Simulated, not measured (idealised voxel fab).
The following is a process module called voxel transistor to metal.
Section shown: cut. Width: 280 nm. Cell size: 5 nm, square.
How to read a cross-section here: the picture is a grid of square cells, written as bands going from the top down, and any band can span one or more rows of cells. The entry gives the band's vertical extent as a top height and a bottom height in nm, then its horizontal make-up as materials from left to right, each with a width in nm. "blank" stands for empty space; a single material marked "full width" fills the band edge to edge. We count height from 0. Below that, the starting wafer is all one material. The lowest band never ends at the bottom but goes on down; see "from 0 down" for how that is written. Read "30 to 40" as a graded width: first number on top, second number at the bottom, same change between each pair of neighbouring rows. Where the words "all unchanged" appear for a step, the cross-section shows no cell changed by that step; every cell remained as before. Each empty space that has no open way to the top and spans at least 8 cells appears under "Closed void roster" as width x height at distance, the distance counted from the left edge, all in nm. Post-settings text on a step line: simulator's own remark regarding the step. overlay nm: mask right of planned place by this much (step with mask). Neg. = left.

**The following list gives the planned process steps**
step 1: RECEIVE (material Si)
step 2: CONFORMAL_DEP (material SiO2; thk nm 5)
step 3: CONFORMAL_DEP (material SiN; thk nm 15)
step 4: DIRECTIONAL_DEP (material aC; thk nm 10)
step 5: PATTERN (tone cover; mask id ACTIVE; material resist; width nm 110; pitch nm 130; thk nm 25; overlay nm 0)
step 6: DIRECTIONAL_ETCH (etch materials aC; depth nm 10)
step 7: STRIP (etch materials resist)
step 8: DIRECTIONAL_ETCH (etch materials SiN; depth nm 15)
step 9: DIRECTIONAL_ETCH (etch materials SiO2; depth nm 5)
step 10: DIRECTIONAL_ETCH (etch materials Si; depth nm 20)
step 11: STRIP (etch materials aC)
step 12: FILL_DEP (material SiO2; thk nm 10)
step 13: CMP (height nm 20)
step 14: SELECTIVE_ETCH (etch materials SiO2; depth nm 15)
step 15: STRIP (etch materials SiN)
step 16: SELECTIVE_ETCH (etch materials SiO2; depth nm 5)
step 17: OXIDIZE (depth nm 5)
step 18: DIRECTIONAL_DEP (material polySi; thk nm 25)
step 19: DIRECTIONAL_DEP (material SiCN; thk nm 10)
step 20: MASKED_ETCH (tone cover; mask id GATE; width nm 20; pitch nm 130; etch materials SiCN; depth nm 20; overlay nm 0)
step 21: MASKED_ETCH (tone cover; mask id GATE; width nm 20; pitch nm 130; etch materials polySi; depth nm 35; overlay nm 0)
step 22: CONFORMAL_DEP (material SiN; thk nm 5)
step 23: DIRECTIONAL_ETCH (etch materials SiN; depth nm 5)
step 24: DIRECTIONAL_ETCH (etch materials SiO2; depth nm 5)
step 25: DIRECTIONAL_ETCH (etch materials Si; depth nm 10)
step 26: EPI (material SiGe; thk nm 10)
step 27: FILL_DEP (material SiO2; thk nm 10)
step 28: CMP (height nm 35)
step 29: DIRECTIONAL_DEP (material SiO2; thk nm 10)
step 30: MASKED_ETCH (tone open; mask id CONTACT; width nm 20; etch materials SiO2; depth nm 50; overlay nm 0)
step 31: CONFORMAL_DEP (material TiN; thk nm 5)
step 32: FILL_DEP (material Ru; thk nm 10)
step 33: CMP (height nm 45)
step 34: CONFORMAL_DEP (material SiCN; thk nm 5)
step 35: DIRECTIONAL_DEP (material SiO2; thk nm 20)
step 36: MASKED_ETCH (tone open; mask id METAL_1; width nm 20; etch materials SiO2; depth nm 20; overlay nm 0)
step 37: MASKED_ETCH (tone open; mask id METAL_1; width nm 20; etch materials SiCN; depth nm 5; overlay nm 0)
step 38: CONFORMAL_DEP (material TiN; thk nm 5)
step 39: FILL_DEP (material W; thk nm 5)
step 40: CMP (height nm 70)
step 41: EPI (material Ru; thk nm 5)
step 42: FILL_DEP (material SiCN; thk nm 5)
step 43: DIRECTIONAL_DEP (material lowk; thk nm 25)
step 44: PATTERN (tone open; mask id METAL_2; material resist; width nm 20; pitch nm 130; thk nm 15; overlay nm 0)
step 45: DIRECTIONAL_ETCH (etch materials lowk; depth nm 15)
step 46: STRIP (etch materials resist)
step 47: PATTERN (tone open; mask id METAL_2_HOLES; material resist; width nm 15; pitch nm 130; thk nm 15; overlay nm 0)
step 48: DIRECTIONAL_ETCH (etch materials lowk; depth nm 10)
step 49: DIRECTIONAL_ETCH (etch materials SiCN; depth nm 5)
step 50: STRIP (etch materials resist)
step 51: CONFORMAL_DEP (material TiN; thk nm 5)
step 52: FILL_DEP (material Cu; thk nm 5)
step 53: CMP (height nm 105)
step 54: CONFORMAL_DEP (material SiCN; thk nm 5)

**Received-state cross-section, reflecting completion of step 1**
- from 0 down  Si full width
- Closed void roster: none

**End state of the module in cross-section, given the above starting point and plan and one mistake in execution**
- from 110 to 105  SiCN full width
- from 105 to 80  lowk full width
- from 80 to 75  SiCN full width
- from 75 to 70  SiCN (20); Ru (30); SiCN (50); Ru (30); SiCN (20); Ru (30); SiCN (50); Ru (30); SiCN (20)
- from 70 to 50  SiO2 (25); TiN (5); W (10); TiN (5); SiO2 (60); TiN (5); W (10); TiN (5); SiO2 (30); TiN (5); W (10); TiN (5); SiO2 (60); TiN (5); W (10); TiN (5); SiO2 (25)
- from 50 to 45  SiCN (25); TiN (20); SiCN (60); TiN (20); SiCN (30); TiN (20); SiCN (60); TiN (20); SiCN (25)
- from 45 to 35  SiO2 (25); TiN (5); Ru (10); TiN (5); SiO2 (60); TiN (5); Ru (10); TiN (5); SiO2 (30); TiN (5); Ru (10); TiN (5); SiO2 (60); TiN (5); Ru (10); TiN (5); SiO2 (25)
- from 35 to 25  SiO2 (25); TiN (5); Ru (10); TiN (5); SiO2 (15); SiN (5); SiCN (20); SiN (5); SiO2 (15); TiN (5); Ru (10); TiN (5); SiO2 (30); TiN (5); Ru (10); TiN (5); SiO2 (15); SiN (5); SiCN (20); SiN (5); SiO2 (15); TiN (5); Ru (10); TiN (5); SiO2 (25)
- from 25 to 5  SiO2 (25); TiN (5); Ru (10); TiN (5); SiO2 (15); SiN (5); polySi (20); SiN (5); SiO2 (15); TiN (5); Ru (10); TiN (5); SiO2 (30); TiN (5); Ru (10); TiN (5); SiO2 (15); SiN (5); polySi (20); SiN (5); SiO2 (15); TiN (5); Ru (10); TiN (5); SiO2 (25)
- from 5 to 0  SiO2 (25); TiN (5); Ru (10); TiN (5); SiO2 (5); SiGe (10); SiN (5); polySi (20); SiN (5); SiGe (10); SiO2 (5); TiN (5); Ru (10); TiN (5); SiO2 (30); TiN (5); Ru (10); TiN (5); SiO2 (5); SiGe (10); SiN (5); polySi (20); SiN (5); SiGe (10); SiO2 (5); TiN (5); Ru (10); TiN (5); SiO2 (25)
- from 0 to -5  SiO2 (25); TiN (20); SiO2 (5); SiGe (10); SiO2 (30); SiGe (10); SiO2 (5); TiN (20); SiO2 (30); TiN (20); SiO2 (5); SiGe (10); SiO2 (30); SiGe (10); SiO2 (5); TiN (20); SiO2 (25)
- from -5 to -15  SiO2 (20); SiGe (40); Si (30); SiGe (40); SiO2 (20); SiGe (40); Si (30); SiGe (40); SiO2 (20)
- from -15 to -20  SiO2 (20); Si (110); SiO2 (20); Si (110); SiO2 (20)
- from -20 down  Si full width
- Closed void roster: none
Diagnosis: step 43 from the plan got run twice
